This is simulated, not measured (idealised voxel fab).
The following is a process module called voxel capacitor over wiring.
Shown is cross-section cut, with a width of 250 nm and square cells of size 5 nm.
Bands, listed from the top down, are how a cross-section gets written in this document; the cross-section itself is a grid of square cells, and a band is one or more rows of them. The entry gives the band's vertical extent as a top height and a bottom height in nm, then its horizontal make-up as materials from left to right, each with a width in nm. "air" stands for empty space; a single material marked "throughout" fills the band edge to edge. Heights are expressed relative to 0, this being the level below which the as-received wafer comprises one material exclusively. The lowest band is unbounded in the downward direction and is denoted as in "0 -> down". A width such as "30 to 40" changes by the same amount from each row of cells to the next, from the band's top row to its bottom row. For the purposes of this document, the phrase "no modifications" attached to a step denotes that no cell within the cross-section was modified by that step. So "Enclosed empty spaces" is basically the list of trapped voids: any empty space of 8 cells or more that can't reach the top through an opening. They're written width x height at distance, the distance being from the left edge, and it's all nm. On a step's line, text after the settings is the simulator commenting on that step. On any step carrying a mask, the "overlay nm" setting, if present on the step's line, tells how far right of its planned place the mask lay; negative values point to the left.

[This section lists the process steps that were planned]
| 1 | RECEIVE (material Si) |
| 2 | CONFORMAL_DEP (material SiO2; thk nm 10) |
| 3 | DIRECTIONAL_DEP (material TiN; thk nm 5) |
| 4 | DIRECTIONAL_DEP (material W; thk nm 15) |
| 5 | DIRECTIONAL_DEP (material aC; thk nm 10) |
| 6 | PATTERN (tone cover; mask id METAL_1; material resist; width nm 25; pitch nm 90; thk nm 25; overlay nm 0) |
| 7 | DIRECTIONAL_ETCH (etch materials aC; depth nm 10) |
| 8 | STRIP (etch materials resist) |
| 9 | DIRECTIONAL_ETCH (etch materials W; depth nm 15) |
| 10 | DIRECTIONAL_ETCH (etch materials TiN; depth nm 5) |
| 11 | STRIP (etch materials aC) |
| 12 | CONFORMAL_DEP (material SiCN; thk nm 5) |
| 13 | FILL_DEP (material SiO2; thk nm 5) |
| 14 | CMP (height nm 30) |
| 15 | CONFORMAL_DEP (material SiCN; thk nm 5) |
| 16 | DIRECTIONAL_DEP (material SiO2; thk nm 15) |
| 17 | MASKED_ETCH (tone open; mask id PLUG_1; width nm 15; etch materials SiO2; depth nm 15; overlay nm 0) |
| 18 | MASKED_ETCH (tone open; mask id PLUG_1; width nm 15; etch materials SiCN; depth nm 5; overlay nm -15) |
| 19 | EPI (material Ru; thk nm 10) |
| 20 | EPI (material Ru; thk nm 10) |
| 21 | DIRECTIONAL_DEP (material TiN; thk nm 10) |
| 22 | DIRECTIONAL_DEP (material SiN; thk nm 5) |
| 23 | DIRECTIONAL_DEP (material TiN; thk nm 10) |
| 24 | MASKED_ETCH (tone cover; mask id UPPER_PLATE; width nm 70; etch materials TiN; depth nm 10; overlay nm 0) |
| 25 | MASKED_ETCH (tone cover; mask id UPPER_PLATE; width nm 70; etch materials SiN; depth nm 5; overlay nm 0) |
| 26 | PATTERN (tone cover; mask id LOWER_PLATE; material resist; width nm 80; thk nm 20; overlay nm 0) |
| 27 | DIRECTIONAL_ETCH (etch materials TiN; depth nm 10) |
| 28 | STRIP (etch materials resist) |
| 29 | FILL_DEP (material SiO2; thk nm 20) |
| 30 | CMP (height nm 90) |
| 31 | DIRECTIONAL_DEP (material aC; thk nm 15) |
| 32 | PATTERN (tone open; mask id PLUG_2; material resist; width nm 15; thk nm 30; overlay nm 0) |
| 33 | DIRECTIONAL_ETCH (etch materials aC; depth nm 15) |
| 34 | STRIP (etch materials resist) |
| 35 | DIRECTIONAL_ETCH (etch materials SiO2; depth nm 15) |
| 36 | STRIP (etch materials aC) |
| 37 | CONFORMAL_DEP (material TiN; thk nm 5) |
| 38 | FILL_DEP (material Ru; thk nm 5) |
| 39 | CMP (height nm 90) |
| 40 | CONFORMAL_DEP (material SiCN; thk nm 5) |
Be aware that, although all wafers share a common starting state, the overlay nm at step 18 differs among them, and the plan displays the first wafer's value.

[Cross-section of the first of several wafers as received (after step 1)]
  0 -> down  Si throughout
  Enclosed empty spaces: none

[Below is a per-wafer table. In it, each row describes the wafer at the end of the module by giving, for each material, the number of cells gained (+) or lost (-) since the wafer was received, and after that the closed voids of the wafer]
overlay nm -15 | +2 Ru | +152 SiCN | +14 SiN | +675 SiO2 | +77 TiN | +30 W | Enclosed empty spaces: none
overlay nm -10 | +12 Ru | +151 SiCN | +14 SiN | +666 SiO2 | +77 TiN | +30 W | Enclosed empty spaces: none
overlay nm -5 | +13 Ru | +150 SiCN | +14 SiN | +666 SiO2 | +77 TiN | +30 W | Enclosed empty spaces: none
overlay nm 0 | +14 Ru | +149 SiCN | +14 SiN | +666 SiO2 | +77 TiN | +30 W | Enclosed empty spaces: none
overlay nm 5 | +13 Ru | +150 SiCN | +14 SiN | +666 SiO2 | +77 TiN | +30 W | Enclosed empty spaces: none
overlay nm 10 | +12 Ru | +151 SiCN | +14 SiN | +666 SiO2 | +77 TiN | +30 W | Enclosed empty spaces: none
overlay nm 15 | +2 Ru | +152 SiCN | +14 SiN | +675 SiO2 | +77 TiN | +30 W | Enclosed empty spaces: none
